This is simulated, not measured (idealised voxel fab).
Module name: voxel wiring stack (process module)
It is cross-section cut that appears here, measuring 245 nm in width, its square cells being 5 nm in size.
Cross-sections here: square-cell grids, written as top-down lists of bands, a band being one or more rows of cells. What a band's entry tells you: where the top is and where the bottom is, as heights in nm, and after that what lies inside, material by material from left to right, each with its width in nm. Empty space is written as the word "empty", and a single material marked with the word "all across" occupies the band from edge to edge. It should be noted that heights are counted from 0, beneath which the wafer as supplied is of one material throughout, and that the lowest band possesses no lower boundary but continues downward, as written in "z 0 and below". Think of "30..40" as a width that walks from the first number to the second as you go down the band, top row to bottom row, taking equal-sized steps from row to row. For the purposes of this document, the phrase "no change" attached to a step denotes that no cell within the cross-section was modified by that step. Enclosed voids (no open way to top), threshold 8 cells or more, entry "Listed closed voids", notation width x height at distance, distance from left edge, nm. after a step's settings: what the simulator itself notes on the step. overlay nm: mask right of planned place by this much (step with mask). Neg. = left.
# Intended process steps
1. RECEIVE,material Si
2. CONFORMAL_DEP,material SiO2,thk nm 15
3. CONFORMAL_DEP,material SiN,thk nm 5
4. DIRECTIONAL_DEP,material SiO2,thk nm 20
5. PATTERN,tone open,mask id METAL_1,material resist,width nm 30,pitch nm 50,thk nm 15,overlay nm 0
6. DIRECTIONAL_ETCH,etch materials SiO2,depth nm 20
7. DIRECTIONAL_ETCH,etch materials SiN,depth nm 5
8. STRIP,etch materials resist
9. CONFORMAL_DEP,material TiN,thk nm 5
10. FILL_DEP,material W,thk nm 10
11. CMP,height nm 40
12. CONFORMAL_DEP,material SiCN,thk nm 5
13. DIRECTIONAL_DEP,material SiO2,thk nm 20
14. DIRECTIONAL_DEP,material aC,thk nm 15
15. PATTERN,tone open,mask id PLUG_1,material resist,width nm 15,pitch nm 50,thk nm 30,overlay nm 0
16. DIRECTIONAL_ETCH,etch materials aC,depth nm 15
17. STRIP,etch materials resist
18. DIRECTIONAL_ETCH,etch materials SiO2,depth nm 20
19. DIRECTIONAL_ETCH,etch materials SiCN,depth nm 5
20. STRIP,etch materials aC
21. CONFORMAL_DEP,material TiN,thk nm 5
22. FILL_DEP,material Cu,thk nm 5
23. CMP,height nm 65
24. DIRECTIONAL_DEP,material TiN,thk nm 5
25. DIRECTIONAL_DEP,material Ru,thk nm 15
26. MASKED_ETCH,tone cover,mask id METAL_2,width nm 30,pitch nm 50,etch materials Ru,depth nm 15,overlay nm 0
27. MASKED_ETCH,tone cover,mask id METAL_2,width nm 30,pitch nm 50,etch materials TiN,depth nm 5,overlay nm 0
28. FILL_DEP,material SiO2,thk nm 10
29. CMP,height nm 85
30. CONFORMAL_DEP,material SiCN,thk nm 5
31. DIRECTIONAL_DEP,material lowk,thk nm 10
32. MASKED_ETCH,tone open,mask id PLUG_2,width nm 15,pitch nm 50,etch materials lowk,depth nm 10,overlay nm 0
33. MASKED_ETCH,tone open,mask id PLUG_2,width nm 15,pitch nm 50,etch materials SiCN,depth nm 5,overlay nm 0
34. EPI,material Ru,thk nm 10
35. EPI,material Ru,thk nm 5
36. DIRECTIONAL_DEP,material TiN,thk nm 5
37. DIRECTIONAL_DEP,material W,thk nm 20
38. PATTERN,tone cover,mask id METAL_3,material resist,width nm 30,pitch nm 50,thk nm 15,overlay nm 0
39. DIRECTIONAL_ETCH,etch materials W,depth nm 20
40. DIRECTIONAL_ETCH,etch materials TiN,depth nm 5
41. STRIP,etch materials resist
42. CONFORMAL_DEP,material SiCN,thk nm 5
43. FILL_DEP,material SiO2,thk nm 5
44. CMP,height nm 125
45. CONFORMAL_DEP,material SiN,thk nm 5
# Incoming wafer in cross-section (state: after step 1)
- z 0 and below: Si all across
- Listed closed voids: none
# Here's the cross-section of the first of our two wafers at the end of the module - it ran as planned
- z 130 to 125: SiN all across
- z 125 to 105: SiO2 50 nm; SiCN 5 nm; W 30 nm; SiCN 5 nm; SiO2 10 nm; SiCN 5 nm; W 30 nm; SiCN 5 nm; SiO2 10 nm; SiCN 5 nm; W 30 nm; SiCN 5 nm; SiO2 55 nm
- z 105 to 100: SiCN 55 nm; TiN 30 nm; SiCN 20 nm; TiN 30 nm; SiCN 20 nm; TiN 30 nm; SiCN 60 nm
- z 100 to 90: lowk 55 nm; Ru 15 nm; lowk 35 nm; Ru 15 nm; lowk 35 nm; Ru 15 nm; lowk 75 nm
- z 90 to 85: SiCN 55 nm; Ru 15 nm; SiCN 35 nm; Ru 15 nm; SiCN 35 nm; Ru 15 nm; SiCN 75 nm
- z 85 to 70: SiO2 55 nm; Ru 30 nm; SiO2 20 nm; Ru 30 nm; SiO2 20 nm; Ru 30 nm; SiO2 60 nm
- z 70 to 65: SiO2 55 nm; TiN 30 nm; SiO2 20 nm; TiN 30 nm; SiO2 20 nm; TiN 30 nm; SiO2 60 nm
- z 65 to 45: SiO2 55 nm; TiN 5 nm; Cu 5 nm; TiN 5 nm; SiO2 35 nm; TiN 5 nm; Cu 5 nm; TiN 5 nm; SiO2 35 nm; TiN 5 nm; Cu 5 nm; TiN 5 nm; SiO2 75 nm
- z 45 to 40: SiCN 55 nm; TiN 15 nm; SiCN 35 nm; TiN 15 nm; SiCN 35 nm; TiN 15 nm; SiCN 75 nm
- z 40 to 20: SiO2 55 nm; TiN 5 nm; W 20 nm; TiN 5 nm; SiO2 20 nm; TiN 5 nm; W 20 nm; TiN 5 nm; SiO2 20 nm; TiN 5 nm; W 20 nm; TiN 5 nm; SiO2 60 nm
- z 20 to 15: SiN 55 nm; TiN 30 nm; SiN 20 nm; TiN 30 nm; SiN 20 nm; TiN 30 nm; SiN 60 nm
- z 15 to 0: SiO2 all across
- z 0 and below: Si all across
- Listed closed voids: none
# End of module, second wafer, cross-section. Started like the first, planned like the first, run with one mistake
- z 130 to 125: SiN all across
- z 125 to 105: SiO2 50 nm; SiCN 5 nm; W 30 nm; SiCN 5 nm; SiO2 10 nm; SiCN 5 nm; W 30 nm; SiCN 5 nm; SiO2 10 nm; SiCN 5 nm; W 30 nm; SiCN 5 nm; SiO2 55 nm
- z 105 to 100: SiCN 55 nm; TiN 30 nm; SiCN 20 nm; TiN 30 nm; SiCN 20 nm; TiN 30 nm; SiCN 60 nm
- z 100 to 90: lowk 50 nm; Ru 25 nm; lowk 25 nm; Ru 25 nm; lowk 25 nm; Ru 25 nm; lowk 70 nm
- z 90 to 85: SiCN 55 nm; Ru 15 nm; SiCN 35 nm; Ru 15 nm; SiCN 35 nm; Ru 15 nm; SiCN 75 nm
- z 85 to 70: SiO2 55 nm; Ru 30 nm; SiO2 20 nm; Ru 30 nm; SiO2 20 nm; Ru 30 nm; SiO2 60 nm
- z 70 to 65: SiO2 55 nm; TiN 30 nm; SiO2 20 nm; TiN 30 nm; SiO2 20 nm; TiN 30 nm; SiO2 60 nm
- z 65 to 45: SiO2 55 nm; TiN 5 nm; Cu 5 nm; TiN 5 nm; SiO2 35 nm; TiN 5 nm; Cu 5 nm; TiN 5 nm; SiO2 35 nm; TiN 5 nm; Cu 5 nm; TiN 5 nm; SiO2 75 nm
- z 45 to 40: SiCN 55 nm; TiN 15 nm; SiCN 35 nm; TiN 15 nm; SiCN 35 nm; TiN 15 nm; SiCN 75 nm
- z 40 to 20: SiO2 55 nm; TiN 5 nm; W 20 nm; TiN 5 nm; SiO2 20 nm; TiN 5 nm; W 20 nm; TiN 5 nm; SiO2 20 nm; TiN 5 nm; W 20 nm; TiN 5 nm; SiO2 60 nm
- z 20 to 15: SiN 55 nm; TiN 30 nm; SiN 20 nm; TiN 30 nm; SiN 20 nm; TiN 30 nm; SiN 60 nm
- z 15 to 0: SiO2 all across
- z 0 and below: Si all across
- Listed closed voids: none
The mistake made against the process plan was this: step 32 ran with different settings than intended, the actual operation and settings being MASKED_ETCH,tone open,mask id PLUG_2,width nm 25,pitch nm 50,etch materials lowk,depth nm 10,overlay nm 0
At the finish, the second wafer shows more or fewer cells for some materials than the first does: Ru +12 | lowk -12
